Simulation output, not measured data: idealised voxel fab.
This section sets out a process module, namely voxel transistor to metal.
Cross-section cut: width 170 nm, square cells of 5 nm.
Cross-section layout: square cells on a grid; listed as bands, top to bottom; a band spans one or more cell rows.
Band: top height; bottom height; in nm. Then, left to right: material with width in nm, for each material. "full width": a single material spanning edge to edge. "blank": empty space.
Zero point of the height axis is 0; under it, received wafer = one material. Lowest band: continues down indefinitely, "0 nm and below".
It should be noted that a width expressed as "30->40" varies in equal increments from row to row of cells within the band, taking the value of the first number at the top row and that of the second number at the bottom row.
Basically "remained unchanged" means that step didn't change any cell in the cross-section.
The entry titled "Enclosed void catalog" provides the empty spaces that have no open way to the top, restricted to those of 8 cells or more. Each is presented as width x height at distance, the distance being measured from the left edge, with all three in nm.
Heads up: the bit after the settings on a step's line is the simulator's remark on that step.
overlay nm: mask offset rightward from planned place, masked step; negative means leftward offset.
Steps in the process plan
1: RECEIVE,material Si
2: OXIDIZE,depth nm 5
3: CONFORMAL_DEP,material SiN,thk nm 15
4: PATTERN,tone cover,mask id ACTIVE,material resist,width nm 95,thk nm 15,overlay nm 0
5: DIRECTIONAL_ETCH,etch materials SiN,depth nm 15
6: DIRECTIONAL_ETCH,etch materials SiO2,depth nm 5
7: DIRECTIONAL_ETCH,etch materials Si,depth nm 25
8: STRIP,etch materials resist
9: OXIDIZE,depth nm 5
10: FILL_DEP,material SiO2,thk nm 10
11: CMP,height nm 15
12: SELECTIVE_ETCH,etch materials SiO2,depth nm 15
13: STRIP,etch materials SiN
14: SELECTIVE_ETCH,etch materials SiO2,depth nm 5
15: OXIDIZE,depth nm 5
16: DIRECTIONAL_DEP,material polySi,thk nm 30
17: DIRECTIONAL_DEP,material SiCN,thk nm 10
18: MASKED_ETCH,tone cover,mask id GATE,width nm 25,etch materials SiCN,depth nm 20,overlay nm 0
19: MASKED_ETCH,tone cover,mask id GATE,width nm 25,etch materials polySi,depth nm 40,overlay nm 0
20: CONFORMAL_DEP,material SiN,thk nm 10
21: DIRECTIONAL_ETCH,etch materials SiN,depth nm 10
22: DIRECTIONAL_ETCH,etch materials SiO2,depth nm 5
23: EPI,material nSi,thk nm 5
24: FILL_DEP,material SiO2,thk nm 5
25: CMP,height nm 35
26: DIRECTIONAL_DEP,material SiO2,thk nm 15
27: PATTERN,tone open,mask id CONTACT,material resist,width nm 25,pitch nm 60,thk nm 15,overlay nm 0
28: DIRECTIONAL_ETCH,etch materials SiO2,depth nm 55
29: STRIP,etch materials resist
30: CONFORMAL_DEP,material TiN,thk nm 5
31: FILL_DEP,material Ru,thk nm 5
32: CMP,height nm 50
33: CONFORMAL_DEP,material SiN,thk nm 5
34: DIRECTIONAL_DEP,material SiO2,thk nm 20
35: PATTERN,tone open,mask id METAL_1,material resist,width nm 15,pitch nm 70,thk nm 15,overlay nm 0
36: DIRECTIONAL_ETCH,etch materials SiO2,depth nm 20
37: DIRECTIONAL_ETCH,etch materials SiN,depth nm 5
38: STRIP,etch materials resist
39: CONFORMAL_DEP,material TiN,thk nm 5
40: FILL_DEP,material Ru,thk nm 10
41: CMP,height nm 75
42: CONFORMAL_DEP,material SiN,thk nm 5
Delivered wafer in cross-section: state after step 1
    0 nm and below = Si full width
    Enclosed void catalog: none
Here's the cross-section of the first of our two wafers at the end of the module - it ran as planned
    80 nm to 75 nm = SiN full width
    75 nm to 55 nm = SiO2 40 nm / TiN 5 nm / Ru 5 nm / TiN 5 nm / SiO2 55 nm / TiN 5 nm / Ru 5 nm / TiN 5 nm / SiO2 45 nm
    55 nm to 50 nm = SiN 40 nm / TiN 15 nm / SiN 55 nm / TiN 15 nm / SiN 45 nm
    50 nm to 40 nm = SiO2 40 nm / TiN 5 nm / Ru 15 nm / TiN 5 nm / SiO2 35 nm / TiN 5 nm / Ru 15 nm / TiN 5 nm / SiO2 45 nm
    40 nm to 35 nm = SiO2 40 nm / TiN 5 nm / Ru 10 nm / TiN 10 nm / SiO2 35 nm / TiN 10 nm / Ru 10 nm / TiN 5 nm / SiO2 45 nm
    35 nm to 25 nm = SiO2 40 nm / TiN 5 nm / Ru 10 nm / TiN 5 nm / SiN 10 nm / SiCN 25 nm / SiN 10 nm / TiN 5 nm / Ru 10 nm / TiN 5 nm / SiO2 45 nm
    25 nm to 0 nm = SiO2 40 nm / TiN 5 nm / Ru 10 nm / TiN 5 nm / SiN 10 nm / polySi 25 nm / SiN 10 nm / TiN 5 nm / Ru 10 nm / TiN 5 nm / SiO2 45 nm
    0 nm to -5 nm = SiO2 40 nm / TiN 20 nm / SiN 10 nm / polySi 25 nm / SiN 10 nm / TiN 20 nm / SiO2 45 nm
    -5 nm to -10 nm = SiO2 35 nm / nSi 25 nm / SiO2 45 nm / nSi 25 nm / SiO2 40 nm
    -10 nm to -35 nm = SiO2 40 nm / Si 85 nm / SiO2 45 nm
    -35 nm and below = Si full width
    Enclosed void catalog: none
Cross-section at end of module for the second wafer of two, which matched the first in starting point and plan and differed by one mistake in its processing
    80 nm to 75 nm = SiN full width
    75 nm to 55 nm = SiO2 40 nm / TiN 5 nm / Ru 5 nm / TiN 5 nm / SiO2 55 nm / TiN 5 nm / Ru 5 nm / TiN 5 nm / SiO2 45 nm
    55 nm to 50 nm = SiN 40 nm / TiN 15 nm / SiN 55 nm / TiN 15 nm / SiN 45 nm
    50 nm to 40 nm = SiO2 40 nm / TiN 5 nm / Ru 15 nm / TiN 5 nm / SiO2 35 nm / TiN 5 nm / Ru 15 nm / TiN 5 nm / SiO2 45 nm
    40 nm to 35 nm = SiO2 40 nm / TiN 5 nm / Ru 10 nm / TiN 10 nm / SiO2 35 nm / TiN 10 nm / Ru 10 nm / TiN 5 nm / SiO2 45 nm
    35 nm to 30 nm = SiO2 40 nm / TiN 5 nm / Ru 10 nm / TiN 5 nm / SiN 10 nm / SiCN 25 nm / SiN 10 nm / TiN 5 nm / Ru 10 nm / TiN 5 nm / SiO2 45 nm
    30 nm to 25 nm = SiO2 40 nm / TiN 20 nm / SiN 10 nm / SiCN 25 nm / SiN 10 nm / TiN 20 nm / SiO2 45 nm
    25 nm to -5 nm = SiN full width
    -5 nm to -10 nm = SiO2 full width
    -10 nm to -35 nm = SiO2 40 nm / Si 85 nm / SiO2 45 nm
    -35 nm and below = Si full width
    Enclosed void catalog: none
What went wrong in running the wafer? step 16 ran as: DIRECTIONAL_DEP,material SiN,thk nm 30
at the end the second wafer has, in cells: Ru: 24 fewer, SiN: 180 more, SiO2: 92 fewer, TiN: 24 fewer, nSi: 10 fewer, polySi: 30 fewer
